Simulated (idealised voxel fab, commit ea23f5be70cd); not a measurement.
You're looking at the process module voxel air gaps.
The width of the displayed cross-section, cut, is 295 nm; its cells are square, with a size of 5 nm.
For the purposes of this document, a cross-section shall be understood as a grid of square cells, specified as bands listed in top-to-bottom order, each band consisting of one or more rows of cells. Band: top and bottom heights (nm) first, top before bottom; then materials from left to right, widths in nm. "edge to edge" marks a sole material filling the band edge to edge. "air" denotes empty space. It should be noted that heights are counted from 0, beneath which the wafer as supplied is of one material throughout, and that the lowest band possesses no lower boundary but continues downward, as written in "0..down". The two numbers in a width such as "30..40" mark its ends across the band: the first belongs to the top row of cells, the second to the bottom row, and from each row to the next the width moves by the same amount. Key: "nothing got changed" - step with no changed cell in the cross-section. Under "Closed void list" you'll find the enclosed gaps, the ones with no way out to the top, that are 8 cells or bigger; each reads width x height at distance, with distance counted from the left edge, everything in nm. On each step's line, the part that comes after the settings is the simulator's own comment on the step. overlay nm: mask right of planned place by this much (step with mask). Neg. = left.

-- Steps planned for the process
- 1: RECEIVE with material Si
- 2: CONFORMAL_DEP with material SiO2, thk nm 15
- 3: CONFORMAL_DEP with material SiN, thk nm 5
- 4: DIRECTIONAL_DEP with material lowk, thk nm 35
- 5: MASKED_ETCH with tone open, mask id LINES, width nm 20, pitch nm 50, etch materials lowk, depth nm 35, overlay nm 0
- 6: CONFORMAL_DEP with material TiN, thk nm 5
- 7: FILL_DEP with material Cu, thk nm 5
- 8: CMP with height nm 55
- 9: EPI with material Ru, thk nm 10
- 10: SELECTIVE_ETCH with etch materials lowk, depth nm 45
- 11: CONFORMAL_DEP with material SiN, thk nm 5

-- as received, after step 1
- 0..down: Si edge to edge
- Closed void list: none

-- This is how the wafer looks in cross-section once the module is done, given the starting state and plan above and one mistake in carrying the plan out
- 70..65: SiN edge to edge
- 65..55: Ru edge to edge
- 55..50: Cu edge to edge
- 50..45: TiN=90; Cu=10; TiN=40; Cu=10; TiN=40; Cu=10; TiN=95
- 45..15: lowk=85; TiN=5; Cu=10; TiN=5; lowk=30; TiN=5; Cu=10; TiN=5; lowk=30; TiN=5; Cu=10; TiN=5; lowk=90
- 15..10: lowk=85; TiN=20; lowk=30; TiN=20; lowk=30; TiN=20; lowk=90
- 10..5: SiN edge to edge
- 5..0: SiO2 edge to edge
- 0..down: Si edge to edge
- Closed void list: none
Want to know what went wrong? step 2 ran differently from the plan; actual operation with settings: CONFORMAL_DEP with material SiO2, thk nm 5
